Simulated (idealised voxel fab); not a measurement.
Process module heading - voxel wiring stack
The cross-section shown here is cut; it is 205 nm wide and divided into square cells measuring 5 nm on a side.
Bands, listed from the top down, are how a cross-section gets written in this document; the cross-section itself is a grid of square cells, and a band is one or more rows of them. Top height, bottom height, nm. Materials left to right, width each, nm. Single material + "throughout" = fills band edge to edge. "empty" = empty. Counting heights begins at 0, where everything beneath is, in the wafer as received, one material. The lowest band has no bottom; it goes on downwards, as "0 -> down" shows. The notation "30->40" denotes a width that varies across the rows of cells in the band, beginning at the first number in the top row, finishing at the second number in the bottom row, and changing by an identical amount from each row to the next. "no modification" after a step means that no cell of the cross-section changed. Enclosed voids (no open way to top), threshold 8 cells or more, entry "Closed void catalog", notation width x height at distance, distance from left edge, nm. The remark found on a step's line after its settings is issued by the simulator itself and pertains to that step. overlay nm: step with mask; distance mask lay right of planned place; negative value = left of planned place.
Intended process steps:
1) RECEIVE with material Si
2) CONFORMAL_DEP with material SiO2, thk nm 10
3) DIRECTIONAL_DEP with material TiN, thk nm 5
4) DIRECTIONAL_DEP with material Ru, thk nm 15
5) MASKED_ETCH with tone cover, mask id METAL_1, width nm 25, pitch nm 45, etch materials Ru, depth nm 15, overlay nm 0
6) MASKED_ETCH with tone cover, mask id METAL_1, width nm 25, pitch nm 45, etch materials TiN, depth nm 5, overlay nm 0
7) FILL_DEP with material lowk, thk nm 5
8) CMP with height nm 30
9) CONFORMAL_DEP with material SiCN, thk nm 5
10) DIRECTIONAL_DEP with material lowk, thk nm 35
11) DIRECTIONAL_DEP with material aC, thk nm 15
12) PATTERN with tone open, mask id METAL_2_HOLES, material resist, width nm 15, pitch nm 45, thk nm 30, overlay nm 0
13) DIRECTIONAL_ETCH with etch materials aC, depth nm 15
14) STRIP with etch materials resist
15) DIRECTIONAL_ETCH with etch materials lowk, depth nm 35
16) STRIP with etch materials aC
17) PATTERN with tone open, mask id METAL_2, material resist, width nm 25, pitch nm 45, thk nm 20, overlay nm 0
18) DIRECTIONAL_ETCH with etch materials lowk, depth nm 20
19) DIRECTIONAL_ETCH with etch materials SiCN, depth nm 5
20) STRIP with etch materials resist
21) CONFORMAL_DEP with material TiN, thk nm 5
22) FILL_DEP with material Cu, thk nm 5
23) CMP with height nm 70
24) CONFORMAL_DEP with material SiCN, thk nm 5
25) DIRECTIONAL_DEP with material lowk, thk nm 20
26) PATTERN with tone open, mask id PLUG_2, material resist, width nm 15, pitch nm 90, thk nm 15, overlay nm 0
27) DIRECTIONAL_ETCH with etch materials lowk, depth nm 20
28) DIRECTIONAL_ETCH with etch materials SiCN, depth nm 5
29) STRIP with etch materials resist
30) CONFORMAL_DEP with material TiN, thk nm 5
31) FILL_DEP with material W, thk nm 10
32) CMP with height nm 95
33) DIRECTIONAL_DEP with material TiN, thk nm 5
34) DIRECTIONAL_DEP with material W, thk nm 15
35) MASKED_ETCH with tone cover, mask id METAL_3, width nm 25, pitch nm 45, etch materials W, depth nm 15, overlay nm 0
36) MASKED_ETCH with tone cover, mask id METAL_3, width nm 25, pitch nm 45, etch materials TiN, depth nm 5, overlay nm 0
37) CONFORMAL_DEP with material SiN, thk nm 5
38) FILL_DEP with material SiO2, thk nm 5
39) CMP with height nm 115
40) CONFORMAL_DEP with material SiCN, thk nm 5
As-received state of the wafer in cross-section, equivalent to post-step 1:
- 0 -> down = Si throughout
- Closed void catalog: none
Cross-sectional result after module completion. Note: starting condition and plan are unchanged from above; one processing mistake was made:
- 120 -> 115 = SiCN throughout
- 115 -> 100 = SiO2 15, then SiN 5, then W 25, then SiN 5, then SiO2 10, then SiN 5, then W 25, then SiN 5, then SiO2 10, then SiN 5, then W 25, then SiN 5, then SiO2 10, then SiN 5, then W 25, then SiN 5, then SiO2 20
- 100 -> 95 = SiN 20, then TiN 25, then SiN 20, then TiN 25, then SiN 20, then TiN 25, then SiN 20, then TiN 25, then SiN 25
- 95 -> 75 = lowk 20, then TiN 5, then W 5, then TiN 5, then lowk 75, then TiN 5, then W 5, then TiN 5, then lowk 80
- 75 -> 70 = SiCN 20, then TiN 15, then SiCN 75, then TiN 15, then SiCN 80
- 70 -> 35 = lowk 20, then TiN 5, then Cu 15, then TiN 5, then lowk 20, then TiN 5, then Cu 15, then TiN 5, then lowk 20, then TiN 5, then Cu 15, then TiN 5, then lowk 20, then TiN 5, then Cu 15, then TiN 5, then lowk 25
- 35 -> 30 = SiCN 20, then TiN 25, then SiCN 20, then TiN 25, then SiCN 20, then TiN 25, then SiCN 20, then TiN 25, then SiCN 25
- 30 -> 15 = lowk 20, then Ru 25, then lowk 20, then Ru 25, then lowk 20, then Ru 25, then lowk 20, then Ru 25, then lowk 25
- 15 -> 10 = lowk 20, then TiN 25, then lowk 20, then TiN 25, then lowk 20, then TiN 25, then lowk 20, then TiN 25, then lowk 25
- 10 -> 0 = SiO2 throughout
- 0 -> down = Si throughout
- Closed void catalog: none
In executing the process, a mistake was made relative to the plan: plan step 18 ran twice
